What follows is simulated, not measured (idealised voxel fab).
Process module, titled voxel air gaps
This is section cut - it's 280 nm across, gridded in 5 nm square cells.
Heads up, the way a cross-section reads in here is a grid of square cells, handed over as bands from the top down, with every band being one or more rows of cells. Top height, bottom height, nm. Materials left to right, width each, nm. Single material + "full width" = fills band edge to edge. "blank" = empty. Heights are measured from 0, the level below which the as-received wafer is all one material; the lowest band has no bottom and continues downward, written as in "0..down". The two numbers in a width such as "30->40" mark its ends across the band: the first belongs to the top row of cells, the second to the bottom row, and from each row to the next the width moves by the same amount. "nothing different" for a step: no cell of the cross-section changed in that step. You'll see "Encapsulated voids" listing empty spaces that have no way open to the top, as long as they're 8 cells or more; the notation is width x height at distance, where the distance is from the left edge, and all of it is in nm. The remark found on a step's line after its settings is issued by the simulator itself and pertains to that step. The setting "overlay nm" may be written on the line of a step. When the step uses a mask, the value reports how far to the right of the planned place the mask lay, and a negative value reports that it lay to the left.
### Planned process steps
1,RECEIVE with material Si
2,CONFORMAL_DEP with material SiO2, thk nm 15
3,CONFORMAL_DEP with material SiCN, thk nm 5
4,DIRECTIONAL_DEP with material lowk, thk nm 30
5,DIRECTIONAL_DEP with material aC, thk nm 15
6,PATTERN with tone open, mask id LINES, material resist, width nm 20, pitch nm 50, thk nm 30, overlay nm 0
7,DIRECTIONAL_ETCH with etch materials aC, depth nm 15
8,STRIP with etch materials resist
9,DIRECTIONAL_ETCH with etch materials lowk, depth nm 30
10,STRIP with etch materials aC
11,CONFORMAL_DEP with material TiN, thk nm 5
12,FILL_DEP with material Cu, thk nm 5
13,CMP with height nm 50
14,EPI with material Ru, thk nm 10
15,SELECTIVE_ETCH with etch materials lowk, depth nm 40
16,CONFORMAL_DEP with material SiCN, thk nm 5
### Cross-section, incoming material, after step 1
- 0..down  Si full width
- Encapsulated voids: none
### Module complete - cross-section of the first of two wafers, run according to plan
- 65..60  blank 40 nm | SiCN 200 nm | blank 40 nm
- 60..50  blank 40 nm | SiCN 5 nm | Ru 40 nm | SiCN 10 nm | Ru 40 nm | SiCN 10 nm | Ru 40 nm | SiCN 10 nm | Ru 40 nm | SiCN 5 nm | blank 40 nm
- 50..45  blank 40 nm | SiCN 15 nm | TiN 5 nm | Cu 10 nm | TiN 5 nm | SiCN 30 nm | TiN 5 nm | Cu 10 nm | TiN 5 nm | SiCN 30 nm | TiN 5 nm | Cu 10 nm | TiN 5 nm | SiCN 30 nm | TiN 5 nm | Cu 10 nm | TiN 5 nm | SiCN 15 nm | blank 40 nm
- 45..25  blank 50 nm | SiCN 5 nm | TiN 5 nm | Cu 10 nm | TiN 5 nm | SiCN 5 nm | blank 20 nm | SiCN 5 nm | TiN 5 nm | Cu 10 nm | TiN 5 nm | SiCN 5 nm | blank 20 nm | SiCN 5 nm | TiN 5 nm | Cu 10 nm | TiN 5 nm | SiCN 5 nm | blank 20 nm | SiCN 5 nm | TiN 5 nm | Cu 10 nm | TiN 5 nm | SiCN 5 nm | blank 50 nm
- 25..20  SiCN 55 nm | TiN 20 nm | SiCN 30 nm | TiN 20 nm | SiCN 30 nm | TiN 20 nm | SiCN 30 nm | TiN 20 nm | SiCN 55 nm
- 20..15  SiCN full width
- 15..0  SiO2 full width
- 0..down  Si full width
- Encapsulated voids: 20 x 20 at 80; 20 x 20 at 130; 20 x 20 at 180
### The second wafer, shown in cross-section after the module: started the same way as the first and given the same plan, yet one mistake crept into how it was run
- 65..60  SiCN full width
- 60..50  Ru full width
- 50..45  TiN 60 nm | Cu 10 nm | TiN 40 nm | Cu 10 nm | TiN 40 nm | Cu 10 nm | TiN 40 nm | Cu 10 nm | TiN 60 nm
- 45..25  lowk 55 nm | TiN 5 nm | Cu 10 nm | TiN 5 nm | lowk 30 nm | TiN 5 nm | Cu 10 nm | TiN 5 nm | lowk 30 nm | TiN 5 nm | Cu 10 nm | TiN 5 nm | lowk 30 nm | TiN 5 nm | Cu 10 nm | TiN 5 nm | lowk 55 nm
- 25..20  lowk 55 nm | TiN 20 nm | lowk 30 nm | TiN 20 nm | lowk 30 nm | TiN 20 nm | lowk 30 nm | TiN 20 nm | lowk 55 nm
- 20..15  SiCN full width
- 15..0  SiO2 full width
- 0..down  Si full width
- Encapsulated voids: none
What broke from the plan during processing? it should be noted that step 4 was executed with settings other than those planned, the operation and settings actually applied being DIRECTIONAL_DEP with material lowk, thk nm 25
Final wafer comparison in cells, second versus first, more or fewer per material: +48 Ru; -96 SiCN; +40 TiN; +200 lowk
First wafer closed voids (final) = 3; second wafer closed voids (final) = 0.
